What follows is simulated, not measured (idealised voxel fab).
The following process module bears the name voxel ribs on slabs.
Section shown: cut. Width: 290 nm. Cell size: 5 nm, square.
If you're reading a cross-section in this doc, picture square cells in a grid; it comes to you as bands, top ones listed first down to the bottom, and a band can be one or more rows of cells.
Band: top height; bottom height; in nm. Then, left to right: material with width in nm, for each material. "everywhere": a single material spanning edge to edge. "empty": empty space.
All heights in this document are referenced to 0, defined as the level beneath which the wafer, as received, consists entirely of one material. The lowest band is not bounded below; it extends indefinitely downward and is written in the form "0..down".
Read "30->40" as a graded width: first number on top, second number at the bottom, same change between each pair of neighbouring rows.
Key: "no alterations made" - step with no changed cell in the cross-section.
In the "Unvented internal voids" entry, you get each enclosed empty space of 8 cells or more, one with no open way to the top, written width x height at distance, distance from the left edge, in nm.
That trailing text on a step's line, after the settings, is the simulator's own remark on the step.
overlay nm: mask right of planned place by this much (step with mask). Neg. = left.
So here's the lineup of process steps we planned:
step 1: RECEIVE [material Si]
step 2: DIRECTIONAL_DEP [material SiO2] [thk nm 30]
step 3: DIRECTIONAL_DEP [material SiN] [thk nm 15]
step 4: DIRECTIONAL_DEP [material aC] [thk nm 15]
step 5: PATTERN [tone cover] [mask id RIB] [material resist] [width nm 15] [thk nm 35] [overlay nm 0]
step 6: DIRECTIONAL_ETCH [etch materials aC] [depth nm 15]
step 7: STRIP [etch materials resist]
step 8: DIRECTIONAL_ETCH [etch materials SiN] [depth nm 10]
step 9: STRIP [etch materials aC]
step 10: DIRECTIONAL_DEP [material aC] [thk nm 10]
step 11: PATTERN [tone cover] [mask id SLAB] [material resist] [width nm 65] [thk nm 30] [overlay nm 0]
step 12: DIRECTIONAL_ETCH [etch materials aC] [depth nm 10]
step 13: STRIP [etch materials resist]
step 14: DIRECTIONAL_ETCH [etch materials SiN] [depth nm 5]
step 15: STRIP [etch materials aC]
step 16: FILL_DEP [material SiO2] [thk nm 25]
step 17: CMP [height nm 65]
step 18: DIRECTIONAL_DEP [material TiN] [thk nm 10]
step 19: MASKED_ETCH [tone cover] [mask id HEATER] [width nm 25] [etch materials TiN] [depth nm 10] [overlay nm 0]
step 20: CONFORMAL_DEP [material SiO2] [thk nm 5]
As-received state of the wafer in cross-section, equivalent to post-step 1:
0..down: Si everywhere
Unvented internal voids: none
Post-module cross-section: identical start and plan to those above, one misstep in execution:
80..75: empty (125), SiO2 (35), empty (130)
75..70: empty (125), SiO2 (5), TiN (25), SiO2 (5), empty (130)
70..65: SiO2 (130), TiN (25), SiO2 (135)
65..45: SiO2 everywhere
45..30: TiN everywhere
30..0: SiO2 everywhere
0..down: Si everywhere
Unvented internal voids: none
What went wrong in running the wafer? rather than as planned, step 3 actually ran as DIRECTIONAL_DEP [material TiN] [thk nm 15]
